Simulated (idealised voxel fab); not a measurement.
A process module follows: voxel gate over fins.
For reference, the cross-section in this document is cut, with width 255 nm and square cells of 5 nm.
When this document writes out a cross-section, it uses a grid of square cells and lists it as bands, beginning at the top and moving down, with a band standing for one or more rows of cells.
Band entry format. Leading values: height of top, height of bottom, nm. Remainder: materials in left-to-right order, each with its width in nm. Special words: "all across" on a single material, which then fills the band edge to edge; "blank", empty space.
We count height from 0. Below that, the starting wafer is all one material. The lowest band never ends at the bottom but goes on down; see "from 0 down" for how that is written.
The width entry "30->40" should be interpreted row by row: the top row of cells in the band takes the first number, the bottom row takes the second number, and the change between adjacent rows is uniform throughout.
Take "remained the same" at face value: in the step it is given for, the cross-section changed in none of its cells.
Listed in "Enclosed internal voids": every empty space of 8 or more cells without an open way to the top. Form: width x height at distance, the distance being from the left edge, all in nm.
Post-settings text on a step line: simulator's own remark regarding the step.
For masked steps, "overlay nm" on the step line gives how far right of plan the mask actually lay; a minus sign means it lay to the left.

Process steps (planned)
step 1: op RECEIVE | material Si
step 2: op CONFORMAL_DEP | material SiN | thk nm 10
step 3: op PATTERN | tone cover | mask id FINS | material resist | width nm 15 | pitch nm 35 | thk nm 15 | overlay nm 0
step 4: op DIRECTIONAL_ETCH | etch materials SiN | depth nm 10
step 5: op DIRECTIONAL_ETCH | etch materials Si | depth nm 30
step 6: op STRIP | etch materials resist
step 7: op OXIDIZE | depth nm 5
step 8: op FILL_DEP | material SiO2 | thk nm 10
step 9: op CMP | height nm 10
step 10: op SELECTIVE_ETCH | etch materials SiO2 | depth nm 20
step 11: op STRIP | etch materials SiN
step 12: op CONFORMAL_DEP | material HfO2 | thk nm 5
step 13: op CONFORMAL_DEP | material TiN | thk nm 5
step 14: op FILL_DEP | material W | thk nm 10
step 15: op CMP | height nm 15
step 16: op CONFORMAL_DEP | material SiCN | thk nm 5

Cross-section of the wafer as it came to us, i.e., already through step 1
> from 0 down | Si all across
> Enclosed internal voids: none

Wafer at module end, in section. Began as above, planned as above, run with one mistake
> from 20 to 15 | SiCN all across
> from 15 to 10 | W all across
> from 10 to 5 | TiN 90 nm, then W 5 nm, then TiN 30 nm, then W 5 nm, then TiN 30 nm, then W 5 nm, then TiN 90 nm
> from 5 to 0 | HfO2 85 nm, then TiN 5 nm, then W 5 nm, then TiN 5 nm, then HfO2 20 nm, then TiN 5 nm, then W 5 nm, then TiN 5 nm, then HfO2 20 nm, then TiN 5 nm, then W 5 nm, then TiN 5 nm, then HfO2 85 nm
> from 0 to -5 | Si 80 nm, then HfO2 5 nm, then TiN 15 nm, then HfO2 5 nm, then Si 10 nm, then HfO2 5 nm, then TiN 15 nm, then HfO2 5 nm, then Si 10 nm, then HfO2 5 nm, then TiN 15 nm, then HfO2 5 nm, then Si 80 nm
> from -5 to -10 | Si 80 nm, then HfO2 25 nm, then Si 10 nm, then HfO2 25 nm, then Si 10 nm, then HfO2 25 nm, then Si 80 nm
> from -10 to -35 | Si 80 nm, then SiO2 25 nm, then Si 10 nm, then SiO2 25 nm, then Si 10 nm, then SiO2 25 nm, then Si 80 nm
> from -35 down | Si all across
> Enclosed internal voids: none
Finding, execution versus plan: step 3 changed vs plan, executed as op PATTERN | tone open | mask id FINS | material resist | width nm 15 | pitch nm 35 | thk nm 15 | overlay nm 0
